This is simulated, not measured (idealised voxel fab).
This is a process module. Its name is voxel capacitor over wiring.
In the cross-section labelled cut, the width is 275 nm and each square cell is 5 nm.
Cross-section = grid of square cells, listed top down in bands; band = one or more rows.
Band entry format. Leading values: height of top, height of bottom, nm. Remainder: materials in left-to-right order, each with its width in nm. Special words: "edge to edge" on a single material, which then fills the band edge to edge; "empty", empty space.
Height 0 is the level under which the wafer as received is all one material. The lowest band goes on downwards, as in "from 0 down".
A two-number width, for instance "30 to 40", indicates that the width is equal to the first number in the top row of the band and to the second number in the bottom row, and that it changes by a constant amount per row of cells.
Step marked "nothing changed"? Then no cell in the cross-section changed in it.
"Cavities, sealed" - sealed voids, min. 8 cells, no opening to top; format: width x height at distance (distance from left edge; nm throughout).
If you see something after the settings on a step's line, that's the simulator's own remark about that step.
A step line may carry the setting "overlay nm", which, for steps involving a mask, states the distance by which the mask lay to the right of its intended position; negative values denote displacement to the left.
Listed below are the process steps as planned
1) RECEIVE,material Si
2) CONFORMAL_DEP,material SiO2,thk nm 15
3) DIRECTIONAL_DEP,material TiN,thk nm 5
4) DIRECTIONAL_DEP,material W,thk nm 20
5) MASKED_ETCH,tone cover,mask id METAL_1,width nm 30,pitch nm 90,etch materials W,depth nm 20,overlay nm 0
6) MASKED_ETCH,tone cover,mask id METAL_1,width nm 30,pitch nm 90,etch materials TiN,depth nm 5,overlay nm 0
7) CONFORMAL_DEP,material SiN,thk nm 5
8) FILL_DEP,material lowk,thk nm 10
9) CMP,height nm 40
10) CONFORMAL_DEP,material SiCN,thk nm 5
11) DIRECTIONAL_DEP,material lowk,thk nm 15
12) MASKED_ETCH,tone open,mask id PLUG_1,width nm 15,etch materials lowk,depth nm 15,overlay nm 0
13) MASKED_ETCH,tone open,mask id PLUG_1,width nm 15,etch materials SiCN,depth nm 5,overlay nm 0
14) EPI,material Ru,thk nm 10
15) EPI,material Ru,thk nm 10
16) DIRECTIONAL_DEP,material TiN,thk nm 10
17) DIRECTIONAL_DEP,material HfO2,thk nm 5
18) DIRECTIONAL_DEP,material TiN,thk nm 10
19) MASKED_ETCH,tone cover,mask id UPPER_PLATE,width nm 65,etch materials TiN,depth nm 10,overlay nm 0
20) MASKED_ETCH,tone cover,mask id UPPER_PLATE,width nm 65,etch materials HfO2,depth nm 5,overlay nm 0
21) PATTERN,tone cover,mask id LOWER_PLATE,material resist,width nm 75,thk nm 20,overlay nm 0
22) DIRECTIONAL_ETCH,etch materials TiN,depth nm 10
23) STRIP,etch materials resist
24) FILL_DEP,material SiO2,thk nm 15
25) CMP,height nm 95
26) DIRECTIONAL_DEP,material aC,thk nm 10
27) PATTERN,tone open,mask id PLUG_2,material resist,width nm 15,thk nm 30,overlay nm 0
28) DIRECTIONAL_ETCH,etch materials aC,depth nm 10
29) STRIP,etch materials resist
30) DIRECTIONAL_ETCH,etch materials SiO2,depth nm 10
31) STRIP,etch materials aC
32) CONFORMAL_DEP,material TiN,thk nm 5
33) FILL_DEP,material Ru,thk nm 5
34) CMP,height nm 95
35) CONFORMAL_DEP,material SiN,thk nm 5
Cross-section of the incoming wafer, state after step 1
> from 0 down: Si edge to edge
> Cavities, sealed: none
Cross-sectional image of the first of two wafers at the end of the module, the run having proceeded as planned
> from 100 to 95: SiN edge to edge
> from 95 to 90: SiO2 100  TiN 5  Ru 5  TiN 5  SiO2 160
> from 90 to 85: SiO2 100  TiN 15  SiO2 160
> from 85 to 75: SiO2 90  TiN 65  SiO2 120
> from 75 to 70: SiO2 90  HfO2 65  SiO2 120
> from 70 to 60: SiO2 85  TiN 75  SiO2 115
> from 60 to 45: lowk 90  Ru 15  lowk 170
> from 45 to 40: SiCN 90  Ru 15  SiCN 170
> from 40 to 20: lowk 70  SiN 5  W 30  SiN 5  lowk 50  SiN 5  W 30  SiN 5  lowk 75
> from 20 to 15: SiN 75  TiN 30  SiN 60  TiN 30  SiN 80
> from 15 to 0: SiO2 edge to edge
> from 0 down: Si edge to edge
> Cavities, sealed: none
End-of-module cross-section of the second wafer: identical starting point and process plan to the first, with one processing mistake
> from 100 to 95: SiN edge to edge
> from 95 to 90: SiO2 100  TiN 55  SiO2 120
> from 90 to 85: SiO2 100  TiN 5  HfO2 50  SiO2 120
> from 85 to 80: SiO2 85  TiN 5  SiO2 15  TiN 55  SiO2 115
> from 80 to 75: SiO2 85  TiN 75  SiO2 115
> from 75 to 70: lowk 90  TiN 15  lowk 170
> from 70 to 65: lowk 90  HfO2 15  lowk 170
> from 65 to 60: lowk 90  TiN 15  lowk 170
> from 60 to 55: SiCN 90  TiN 15  SiCN 170
> from 55 to 45: lowk edge to edge
> from 45 to 40: lowk 70  SiN 40  lowk 50  SiN 40  lowk 75
> from 40 to 20: lowk 70  SiN 5  W 30  SiN 5  lowk 50  SiN 5  W 30  SiN 5  lowk 75
> from 20 to 15: SiN 75  TiN 30  SiN 60  TiN 30  SiN 80
> from 15 to 0: SiO2 edge to edge
> from 0 down: Si edge to edge
> Cavities, sealed: none
Finding, execution versus plan: the plan's step 9 went unexecuted, having been skipped
It is noted that, at the conclusion of processing, the second wafer exhibits a higher or lower cell count for certain materials relative to the first: Ru -13; SiN +16; SiO2 -139; TiN -13; lowk +149
